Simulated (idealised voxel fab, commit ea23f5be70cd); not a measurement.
The following process module bears the name voxel gate over fins.
cross-section cut | 235 nm wide | cells 5 nm
Cross-sections here: square-cell grids, written as top-down lists of bands, a band being one or more rows of cells. Top, bottom (nm), then materials left to right with widths (nm); lone material tagged "full width" fills the whole band edge to edge; "empty" = empty space. Convention: height 0 is the level below which the wafer, as received, is all one material. The lowest band does not terminate at the bottom but continues downward, represented as "0..down". A width such as "30 to 40" changes by the same amount from each row of cells to the next, from the band's top row to its bottom row. "no alterations made" after a step means that no cell of the cross-section changed. This entry, "Voids, enclosed", enumerates those empty regions of no fewer than 8 cells that possess no open connection to the top. Each region is reported in the form width x height at distance, the distance being taken from the left edge, with all three quantities expressed in nm. Anything after a step's settings on that line? It's the simulator's own note about the step. When a step includes a mask, the "overlay nm" setting on its line states how far to the right of its planned place that mask lay, and negative values state how far to the left.

Intended process steps:
1) RECEIVE, material Si
2) CONFORMAL_DEP, material SiN, thk nm 5
3) PATTERN, tone cover, mask id FINS, material resist, width nm 15, pitch nm 40, thk nm 15, overlay nm 0
4) DIRECTIONAL_ETCH, etch materials SiN, depth nm 5
5) DIRECTIONAL_ETCH, etch materials Si, depth nm 35
6) STRIP, etch materials resist
7) OXIDIZE, depth nm 5
8) FILL_DEP, material SiO2, thk nm 10
9) CMP, height nm 5
10) SELECTIVE_ETCH, etch materials SiO2, depth nm 15
11) STRIP, etch materials SiN
12) CONFORMAL_DEP, material HfO2, thk nm 5
13) CONFORMAL_DEP, material TiN, thk nm 5
14) CONFORMAL_DEP, material TiAl, thk nm 5
15) CONFORMAL_DEP, material TiN, thk nm 5
16) FILL_DEP, material W, thk nm 10
17) CMP, height nm 25
18) CONFORMAL_DEP, material SiCN, thk nm 5

Incoming wafer in cross-section (state: after step 1):
	0..down: Si full width
	Voids, enclosed: none

Starting wafer: above. Plan: above. Run: one mistake. Cross-section after the module: below:
	30..25: SiCN full width
	25..15: W full width
	15..5: W 80 nm; TiN 35 nm; W 5 nm; TiN 35 nm; W 80 nm
	5..0: TiN 90 nm; HfO2 15 nm; TiN 25 nm; HfO2 15 nm; TiN 90 nm
	0..-5: TiN 90 nm; HfO2 5 nm; Si 5 nm; HfO2 5 nm; TiN 25 nm; HfO2 5 nm; Si 5 nm; HfO2 5 nm; TiN 90 nm
	-5..-10: HfO2 95 nm; Si 5 nm; HfO2 35 nm; Si 5 nm; HfO2 95 nm
	-10..-40: SiO2 95 nm; Si 5 nm; SiO2 35 nm; Si 5 nm; SiO2 95 nm
	-40..down: Si full width
	Voids, enclosed: none
It is concluded that the wafer was processed incorrectly with respect to the plan, in that step 14 in the plan did not get run; it was skipped
